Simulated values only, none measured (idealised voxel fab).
process module | voxel lift off
cross-section cut | 255 nm wide | cells 5 nm
A cross-section is a grid of square cells, given in bands from the top down. A band is one or more rows of cells.
Each band's line starts with the height of the band's top and of its bottom, in nm. Then come its materials from left to right, each with its width in nm. One material with "throughout" fills the band from edge to edge. "air" is empty space.
Height 0 is the level under which the wafer as received is all one material. The lowest band goes on downwards, as in "0 down".
A width such as "30 to 40" changes by the same amount from each row of cells to the next, from the band's top row to its bottom row.
"no change" after a step means that no cell of the cross-section changed.
closed voids: empty space of 8 cells or more with no open way to the top, each as width x height at its distance from the left edge, in nm
after a step's settings: what the simulator itself notes on the step
overlay nm, on a step with a mask: how far to the right of its planned place the mask lay; to the left if negative
plan
1 op RECEIVE | material Si
2 op CONFORMAL_DEP | material SiO2 | thk nm 15
3 op PATTERN | tone open | mask id LINES | material resist | width nm 20 | pitch nm 50 | thk nm 20 | overlay nm 0
4 op DIRECTIONAL_DEP | material Ru | thk nm 10
5 op STRIP | etch materials resist
6 op CONFORMAL_DEP | material SiO2 | thk nm 5
as received, after step 1
  0 down: Si throughout
  closed voids: none
first wafer at the end, as planned
  30 to 25: air 35 | SiO2 30 | air 20 | SiO2 30 | air 20 | SiO2 30 | air 20 | SiO2 30 | air 40
  25 to 20: air 35 | SiO2 5 | Ru 20 | SiO2 5 | air 20 | SiO2 5 | Ru 20 | SiO2 5 | air 20 | SiO2 5 | Ru 20 | SiO2 5 | air 20 | SiO2 5 | Ru 20 | SiO2 5 | air 40
  20 to 15: SiO2 40 | Ru 20 | SiO2 30 | Ru 20 | SiO2 30 | Ru 20 | SiO2 30 | Ru 20 | SiO2 45
  15 to 0: SiO2 throughout
  0 down: Si throughout
  closed voids: none
second wafer at the end: like start, like plan, one mistake
  45 to 40: air 35 | SiO2 30 | air 20 | SiO2 30 | air 20 | SiO2 30 | air 20 | SiO2 30 | air 40
  40 to 35: air 35 | SiO2 5 | Ru 20 | SiO2 5 | air 20 | SiO2 5 | Ru 20 | SiO2 5 | air 20 | SiO2 5 | Ru 20 | SiO2 5 | air 20 | SiO2 5 | Ru 20 | SiO2 5 | air 40
  35 to 30: SiO2 40 | Ru 20 | SiO2 30 | Ru 20 | SiO2 30 | Ru 20 | SiO2 30 | Ru 20 | SiO2 45
  30 to 0: SiO2 throughout
  0 down: Si throughout
  closed voids: none
what went wrong: step 2 was run twice
at the end the second wafer has, in cells: 153 more of SiO2
